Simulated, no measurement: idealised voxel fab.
Herein follows the process module entitled voxel trench capacitor.
300 nm wide, 5 nm square cells: that's cross-section cut.
Cross-section = grid of square cells, listed top down in bands; band = one or more rows.
In this notation a band is specified by the heights of its top and bottom, in that order and in nm, after which its materials appear from left to right, each paired with its width in nm. The word "all across" attached to a single material means that material fills the band from edge to edge; the word "blank" stands for empty space.
Height reference: 0 = level under which incoming wafer is all one material. Lowest band: no bottom, runs on downward, e.g. "from 0 down".
Graded width ("30..40"): value in top row of band = first number; value in bottom row = second number; row-to-row change constant.
The designation "no change occurred", where it is given for a processing step, indicates that no cell of the cross-section was altered in the course of that step.
"Fully closed voids" enumerates empty spaces isolated from the top, with no open way to it, that contain at least 8 cells, giving each as width x height at distance from the left edge, all three in nm.
Read whatever lies past the settings on a step's line as the simulator's own remark about the step.
overlay nm: mask right of planned place by this much (step with mask). Neg. = left.
-- The following list gives the planned process steps
1,RECEIVE,material Si
2,CONFORMAL_DEP,material SiN,thk nm 5
3,DIRECTIONAL_DEP,material aC,thk nm 10
4,PATTERN,tone open,mask id TRENCH,material resist,width nm 15,pitch nm 35,thk nm 25,overlay nm 0
5,DIRECTIONAL_ETCH,etch materials aC,depth nm 10
6,STRIP,etch materials resist
7,DIRECTIONAL_ETCH,etch materials SiN,depth nm 5
8,DIRECTIONAL_ETCH,etch materials Si,depth nm 40
9,STRIP,etch materials aC
10,CONFORMAL_DEP,material SiO2,thk nm 5
11,FILL_DEP,material polySi,thk nm 5
12,CMP,height nm 5
-- First of two wafers, processed according to plan
-- As-received wafer cross-section (after step 1)
	from 0 down  Si all across
	Fully closed voids: none
-- Step 2 complete: cross-section through the wafer
	from 5 to 0  SiN all across
	below 0: unchanged
-- Step 3 complete: cross-section through the wafer
	from 15 to 5  aC all across
	below 5: unchanged
-- Step 4 complete: cross-section through the wafer
	from 40 to 15  resist (90) / blank (15) / resist (20) / blank (15) / resist (20) / blank (15) / resist (20) / blank (15) / resist (90)
	below 15: unchanged
-- Step 5 complete: cross-section through the wafer
	from 30 to 15  resist (90) / blank (15) / resist (20) / blank (15) / resist (20) / blank (15) / resist (20) / blank (15) / resist (90)
	from 15 to 5  aC (90) / blank (15) / aC (20) / blank (15) / aC (20) / blank (15) / aC (20) / blank (15) / aC (90)
	below 5: unchanged
-- Step 6 complete: cross-section through the wafer
	from 15 to 5  aC (90) / blank (15) / aC (20) / blank (15) / aC (20) / blank (15) / aC (20) / blank (15) / aC (90)
	below 5: unchanged
-- Step 7 complete: cross-section through the wafer
	from 15 to 5  aC (90) / blank (15) / aC (20) / blank (15) / aC (20) / blank (15) / aC (20) / blank (15) / aC (90)
	from 5 to 0  SiN (90) / blank (15) / SiN (20) / blank (15) / SiN (20) / blank (15) / SiN (20) / blank (15) / SiN (90)
	below 0: unchanged
-- Step 8 complete: cross-section through the wafer
	from 15 to 5  aC (90) / blank (15) / aC (20) / blank (15) / aC (20) / blank (15) / aC (20) / blank (15) / aC (90)
	from 5 to 0  SiN (90) / blank (15) / SiN (20) / blank (15) / SiN (20) / blank (15) / SiN (20) / blank (15) / SiN (90)
	from 0 to -40  Si (90) / blank (15) / Si (20) / blank (15) / Si (20) / blank (15) / Si (20) / blank (15) / Si (90)
	below -40: unchanged
-- Step 9 complete: cross-section through the wafer
	from 5 to 0  SiN (90) / blank (15) / SiN (20) / blank (15) / SiN (20) / blank (15) / SiN (20) / blank (15) / SiN (90)
	below 0: unchanged
-- Step 10 complete: cross-section through the wafer
	from 10 to 5  SiO2 (95) / blank (5) / SiO2 (30) / blank (5) / SiO2 (30) / blank (5) / SiO2 (30) / blank (5) / SiO2 (95)
	from 5 to 0  SiN (90) / SiO2 (5) / blank (5) / SiO2 (5) / SiN (20) / SiO2 (5) / blank (5) / SiO2 (5) / SiN (20) / SiO2 (5) / blank (5) / SiO2 (5) / SiN (20) / SiO2 (5) / blank (5) / SiO2 (5) / SiN (90)
	from 0 to -35  Si (90) / SiO2 (5) / blank (5) / SiO2 (5) / Si (20) / SiO2 (5) / blank (5) / SiO2 (5) / Si (20) / SiO2 (5) / blank (5) / SiO2 (5) / Si (20) / SiO2 (5) / blank (5) / SiO2 (5) / Si (90)
	from -35 to -40  Si (90) / SiO2 (15) / Si (20) / SiO2 (15) / Si (20) / SiO2 (15) / Si (20) / SiO2 (15) / Si (90)
	below -40: unchanged
-- Step 11 complete: cross-section through the wafer
	from 15 to 10  polySi all across
	from 10 to 5  SiO2 (95) / polySi (5) / SiO2 (30) / polySi (5) / SiO2 (30) / polySi (5) / SiO2 (30) / polySi (5) / SiO2 (95)
	from 5 to 0  SiN (90) / SiO2 (5) / polySi (5) / SiO2 (5) / SiN (20) / SiO2 (5) / polySi (5) / SiO2 (5) / SiN (20) / SiO2 (5) / polySi (5) / SiO2 (5) / SiN (20) / SiO2 (5) / polySi (5) / SiO2 (5) / SiN (90)
	from 0 to -35  Si (90) / SiO2 (5) / polySi (5) / SiO2 (5) / Si (20) / SiO2 (5) / polySi (5) / SiO2 (5) / Si (20) / SiO2 (5) / polySi (5) / SiO2 (5) / Si (20) / SiO2 (5) / polySi (5) / SiO2 (5) / Si (90)
	below -35: unchanged
-- Step 12 complete: cross-section through the wafer
	from 5 to 0  SiN (90) / SiO2 (5) / polySi (5) / SiO2 (5) / SiN (20) / SiO2 (5) / polySi (5) / SiO2 (5) / SiN (20) / SiO2 (5) / polySi (5) / SiO2 (5) / SiN (20) / SiO2 (5) / polySi (5) / SiO2 (5) / SiN (90)
	below 0: unchanged
-- For the second wafer, take the first wafer's start and plan, then add one mistake made in running it; everything through step 8, that step included, is shared with the first
-- X-section, second wafer, when step 9 was due to finish
	from 20 to 15  SiO2 (95) / blank (5) / SiO2 (30) / blank (5) / SiO2 (30) / blank (5) / SiO2 (30) / blank (5) / SiO2 (95)
	from 15 to 5  aC (90) / SiO2 (5) / blank (5) / SiO2 (5) / aC (20) / SiO2 (5) / blank (5) / SiO2 (5) / aC (20) / SiO2 (5) / blank (5) / SiO2 (5) / aC (20) / SiO2 (5) / blank (5) / SiO2 (5) / aC (90)
	from 5 to 0  SiN (90) / SiO2 (5) / blank (5) / SiO2 (5) / SiN (20) / SiO2 (5) / blank (5) / SiO2 (5) / SiN (20) / SiO2 (5) / blank (5) / SiO2 (5) / SiN (20) / SiO2 (5) / blank (5) / SiO2 (5) / SiN (90)
	from 0 to -35  Si (90) / SiO2 (5) / blank (5) / SiO2 (5) / Si (20) / SiO2 (5) / blank (5) / SiO2 (5) / Si (20) / SiO2 (5) / blank (5) / SiO2 (5) / Si (20) / SiO2 (5) / blank (5) / SiO2 (5) / Si (90)
	from -35 to -40  Si (90) / SiO2 (15) / Si (20) / SiO2 (15) / Si (20) / SiO2 (15) / Si (20) / SiO2 (15) / Si (90)
	below -40: unchanged
X-section, second wafer, when step 10 was due to finish: no change occurred
-- X-section, second wafer, when step 11 was due to finish
	from 25 to 20  polySi all across
	from 20 to 15  SiO2 (95) / polySi (5) / SiO2 (30) / polySi (5) / SiO2 (30) / polySi (5) / SiO2 (30) / polySi (5) / SiO2 (95)
	from 15 to 5  aC (90) / SiO2 (5) / polySi (5) / SiO2 (5) / aC (20) / SiO2 (5) / polySi (5) / SiO2 (5) / aC (20) / SiO2 (5) / polySi (5) / SiO2 (5) / aC (20) / SiO2 (5) / polySi (5) / SiO2 (5) / aC (90)
	from 5 to 0  SiN (90) / SiO2 (5) / polySi (5) / SiO2 (5) / SiN (20) / SiO2 (5) / polySi (5) / SiO2 (5) / SiN (20) / SiO2 (5) / polySi (5) / SiO2 (5) / SiN (20) / SiO2 (5) / polySi (5) / SiO2 (5) / SiN (90)
	from 0 to -35  Si (90) / SiO2 (5) / polySi (5) / SiO2 (5) / Si (20) / SiO2 (5) / polySi (5) / SiO2 (5) / Si (20) / SiO2 (5) / polySi (5) / SiO2 (5) / Si (20) / SiO2 (5) / polySi (5) / SiO2 (5) / Si (90)
	below -35: unchanged
-- X-section, second wafer, when step 12 was due to finish
	from 5 to 0  SiN (90) / SiO2 (5) / polySi (5) / SiO2 (5) / SiN (20) / SiO2 (5) / polySi (5) / SiO2 (5) / SiN (20) / SiO2 (5) / polySi (5) / SiO2 (5) / SiN (20) / SiO2 (5) / polySi (5) / SiO2 (5) / SiN (90)
	below 0: unchanged
What was the processing mistake? so 9 and 10 got swapped relative to the plan, each ran where the other was supposed to
Final cross-sections of the two wafers are identical, so the mistake has no effect on what this model computes.
